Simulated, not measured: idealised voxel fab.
Herein follows the process module entitled voxel trench capacitor.
Pictured: cross-section cut, 240 nm wide, on a grid of 5 nm square cells.
When this document writes out a cross-section, it uses a grid of square cells and lists it as bands, beginning at the top and moving down, with a band standing for one or more rows of cells.
For a band, the entry starts with two heights in nm, that of the top and then that of the bottom, and carries on with the band's materials in order from left to right, each alongside its width in nm; the word "edge to edge" beside a single material means it fills the band edge to edge, and "empty" means empty space.
Heights are expressed relative to 0, this being the level below which the as-received wafer comprises one material exclusively. The lowest band is unbounded in the downward direction and is denoted as in "0 down".
Quick explanation for "30 to 40": the width changes in equal steps down the rows of cells, from the first number in the band's top row to the second number in its bottom row.
Take "no change" at face value: in the step it is given for, the cross-section changed in none of its cells.
The entry "Trapped cavities" lists the empty spaces that cover at least 8 cells and have no open path to the top. Each is written as width x height at distance, where the distance is measured from the left edge and all three values are in nm.
Step line, after settings: the simulator's comment on this step.
A step's line can hold "overlay nm"; with a mask on that step, the setting says how far right of the planned place the mask lay, while a negative setting says it lay to the left.
List of planned process steps:
- 1: RECEIVE, material Si
- 2: CONFORMAL_DEP, material SiN, thk nm 5
- 3: DIRECTIONAL_DEP, material aC, thk nm 15
- 4: PATTERN, tone open, mask id TRENCH, material resist, width nm 25, pitch nm 50, thk nm 30, overlay nm 0
- 5: DIRECTIONAL_ETCH, etch materials aC, depth nm 15
- 6: STRIP, etch materials resist
- 7: DIRECTIONAL_ETCH, etch materials SiN, depth nm 5
- 8: DIRECTIONAL_ETCH, etch materials Si, depth nm 25
- 9: STRIP, etch materials aC
- 10: CONFORMAL_DEP, material SiO2, thk nm 5
- 11: FILL_DEP, material polySi, thk nm 10
- 12: CMP, height nm 5
What follows covers the first of two wafers; it ran as planned:
as received, after step 1:
- 0 down: Si edge to edge
- Trapped cavities: none
Cross-section: wafer state after step 2:
- 5 to 0: SiN edge to edge
- Below 0 it's all the same as before, nothing changed down there.
Cross-section: wafer state after step 3:
- 20 to 5: aC edge to edge
- Below 5 it's all the same as before, nothing changed down there.
Cross-section: wafer state after step 4:
- 50 to 20: 55 of resist, 25 of empty, 25 of resist, 25 of empty, 25 of resist, 25 of empty, 60 of resist
- Below 20 it's all the same as before, nothing changed down there.
Cross-section: wafer state after step 5:
- 35 to 20: 55 of resist, 25 of empty, 25 of resist, 25 of empty, 25 of resist, 25 of empty, 60 of resist
- 20 to 5: 55 of aC, 25 of empty, 25 of aC, 25 of empty, 25 of aC, 25 of empty, 60 of aC
- Below 5 it's all the same as before, nothing changed down there.
Cross-section: wafer state after step 6:
- 20 to 5: 55 of aC, 25 of empty, 25 of aC, 25 of empty, 25 of aC, 25 of empty, 60 of aC
- Below 5 it's all the same as before, nothing changed down there.
Cross-section: wafer state after step 7:
- 20 to 5: 55 of aC, 25 of empty, 25 of aC, 25 of empty, 25 of aC, 25 of empty, 60 of aC
- 5 to 0: 55 of SiN, 25 of empty, 25 of SiN, 25 of empty, 25 of SiN, 25 of empty, 60 of SiN
- Below 0 it's all the same as before, nothing changed down there.
Cross-section: wafer state after step 8:
- 20 to 5: 55 of aC, 25 of empty, 25 of aC, 25 of empty, 25 of aC, 25 of empty, 60 of aC
- 5 to 0: 55 of SiN, 25 of empty, 25 of SiN, 25 of empty, 25 of SiN, 25 of empty, 60 of SiN
- 0 to -25: 55 of Si, 25 of empty, 25 of Si, 25 of empty, 25 of Si, 25 of empty, 60 of Si
- Below -25 it's all the same as before, nothing changed down there.
Cross-section: wafer state after step 9:
- 5 to 0: 55 of SiN, 25 of empty, 25 of SiN, 25 of empty, 25 of SiN, 25 of empty, 60 of SiN
- Below 0 it's all the same as before, nothing changed down there.
Cross-section: wafer state after step 10:
- 10 to 5: 60 of SiO2, 15 of empty, 35 of SiO2, 15 of empty, 35 of SiO2, 15 of empty, 65 of SiO2
- 5 to 0: 55 of SiN, 5 of SiO2, 15 of empty, 5 of SiO2, 25 of SiN, 5 of SiO2, 15 of empty, 5 of SiO2, 25 of SiN, 5 of SiO2, 15 of empty, 5 of SiO2, 60 of SiN
- 0 to -20: 55 of Si, 5 of SiO2, 15 of empty, 5 of SiO2, 25 of Si, 5 of SiO2, 15 of empty, 5 of SiO2, 25 of Si, 5 of SiO2, 15 of empty, 5 of SiO2, 60 of Si
- -20 to -25: 55 of Si, 25 of SiO2, 25 of Si, 25 of SiO2, 25 of Si, 25 of SiO2, 60 of Si
- Below -25 it's all the same as before, nothing changed down there.
Cross-section: wafer state after step 11:
- 20 to 10: polySi edge to edge
- 10 to 5: 60 of SiO2, 15 of polySi, 35 of SiO2, 15 of polySi, 35 of SiO2, 15 of polySi, 65 of SiO2
- 5 to 0: 55 of SiN, 5 of SiO2, 15 of polySi, 5 of SiO2, 25 of SiN, 5 of SiO2, 15 of polySi, 5 of SiO2, 25 of SiN, 5 of SiO2, 15 of polySi, 5 of SiO2, 60 of SiN
- 0 to -20: 55 of Si, 5 of SiO2, 15 of polySi, 5 of SiO2, 25 of Si, 5 of SiO2, 15 of polySi, 5 of SiO2, 25 of Si, 5 of SiO2, 15 of polySi, 5 of SiO2, 60 of Si
- Below -20 it's all the same as before, nothing changed down there.
Cross-section: wafer state after step 12:
- 5 to 0: 55 of SiN, 5 of SiO2, 15 of polySi, 5 of SiO2, 25 of SiN, 5 of SiO2, 15 of polySi, 5 of SiO2, 25 of SiN, 5 of SiO2, 15 of polySi, 5 of SiO2, 60 of SiN
- Below 0 it's all the same as before, nothing changed down there.
Wafer two: like wafer one in start and plan, but with one mistake in execution; identical up to and including step 3:
Cross-section of the second wafer at the time by which step 4 should have been completed according to the plan:
- 50 to 20: 55 of empty, 25 of resist, 25 of empty, 25 of resist, 25 of empty, 25 of resist, 60 of empty
- Below 20 it's all the same as before, nothing changed down there.
Cross-section of the second wafer at the time by which step 5 should have been completed according to the plan:
- 35 to 20: 55 of empty, 25 of resist, 25 of empty, 25 of resist, 25 of empty, 25 of resist, 60 of empty
- 20 to 5: 55 of empty, 25 of aC, 25 of empty, 25 of aC, 25 of empty, 25 of aC, 60 of empty
- Below 5 it's all the same as before, nothing changed down there.
Cross-section of the second wafer at the time by which step 6 should have been completed according to the plan:
- 20 to 5: 55 of empty, 25 of aC, 25 of empty, 25 of aC, 25 of empty, 25 of aC, 60 of empty
- Below 5 it's all the same as before, nothing changed down there.
Cross-section of the second wafer at the time by which step 7 should have been completed according to the plan:
- 20 to 5: 55 of empty, 25 of aC, 25 of empty, 25 of aC, 25 of empty, 25 of aC, 60 of empty
- 5 to 0: 55 of empty, 25 of SiN, 25 of empty, 25 of SiN, 25 of empty, 25 of SiN, 60 of empty
- Below 0 it's all the same as before, nothing changed down there.
Cross-section of the second wafer at the time by which step 8 should have been completed according to the plan:
- 20 to 5: 55 of empty, 25 of aC, 25 of empty, 25 of aC, 25 of empty, 25 of aC, 60 of empty
- 5 to 0: 55 of empty, 25 of SiN, 25 of empty, 25 of SiN, 25 of empty, 25 of SiN, 60 of empty
- 0 to -25: 55 of empty, 25 of Si, 25 of empty, 25 of Si, 25 of empty, 25 of Si, 60 of empty
- Below -25 it's all the same as before, nothing changed down there.
Cross-section of the second wafer at the time by which step 9 should have been completed according to the plan:
- 5 to 0: 55 of empty, 25 of SiN, 25 of empty, 25 of SiN, 25 of empty, 25 of SiN, 60 of empty
- Below 0 it's all the same as before, nothing changed down there.
Cross-section of the second wafer at the time by which step 10 should have been completed according to the plan:
- 10 to 5: 50 of empty, 35 of SiO2, 15 of empty, 35 of SiO2, 15 of empty, 35 of SiO2, 55 of empty
- 5 to 0: 50 of empty, 5 of SiO2, 25 of SiN, 5 of SiO2, 15 of empty, 5 of SiO2, 25 of SiN, 5 of SiO2, 15 of empty, 5 of SiO2, 25 of SiN, 5 of SiO2, 55 of empty
- 0 to -20: 50 of empty, 5 of SiO2, 25 of Si, 5 of SiO2, 15 of empty, 5 of SiO2, 25 of Si, 5 of SiO2, 15 of empty, 5 of SiO2, 25 of Si, 5 of SiO2, 55 of empty
- -20 to -25: 55 of SiO2, 25 of Si, 25 of SiO2, 25 of Si, 25 of SiO2, 25 of Si, 60 of SiO2
- Below -25 it's all the same as before, nothing changed down there.
Cross-section of the second wafer at the time by which step 11 should have been completed according to the plan:
- 20 to 10: polySi edge to edge
- 10 to 5: 50 of polySi, 35 of SiO2, 15 of polySi, 35 of SiO2, 15 of polySi, 35 of SiO2, 55 of polySi
- 5 to 0: 50 of polySi, 5 of SiO2, 25 of SiN, 5 of SiO2, 15 of polySi, 5 of SiO2, 25 of SiN, 5 of SiO2, 15 of polySi, 5 of SiO2, 25 of SiN, 5 of SiO2, 55 of polySi
- 0 to -20: 50 of polySi, 5 of SiO2, 25 of Si, 5 of SiO2, 15 of polySi, 5 of SiO2, 25 of Si, 5 of SiO2, 15 of polySi, 5 of SiO2, 25 of Si, 5 of SiO2, 55 of polySi
- Below -20 it's all the same as before, nothing changed down there.
Cross-section of the second wafer at the time by which step 12 should have been completed according to the plan:
- 5 to 0: 50 of polySi, 5 of SiO2, 25 of SiN, 5 of SiO2, 15 of polySi, 5 of SiO2, 25 of SiN, 5 of SiO2, 15 of polySi, 5 of SiO2, 25 of SiN, 5 of SiO2, 55 of polySi
- Below 0 it's all the same as before, nothing changed down there.
Where did the run depart from the plan? step 4 did not happen as planned, as run it was PATTERN, tone cover, mask id TRENCH, material resist, width nm 25, pitch nm 50, thk nm 30, overlay nm 0
Bottom line after processing is that, in cells, the second wafer is up or down on some materials versus the first: -90 Si, -18 SiN, +18 SiO2, +90 polySi
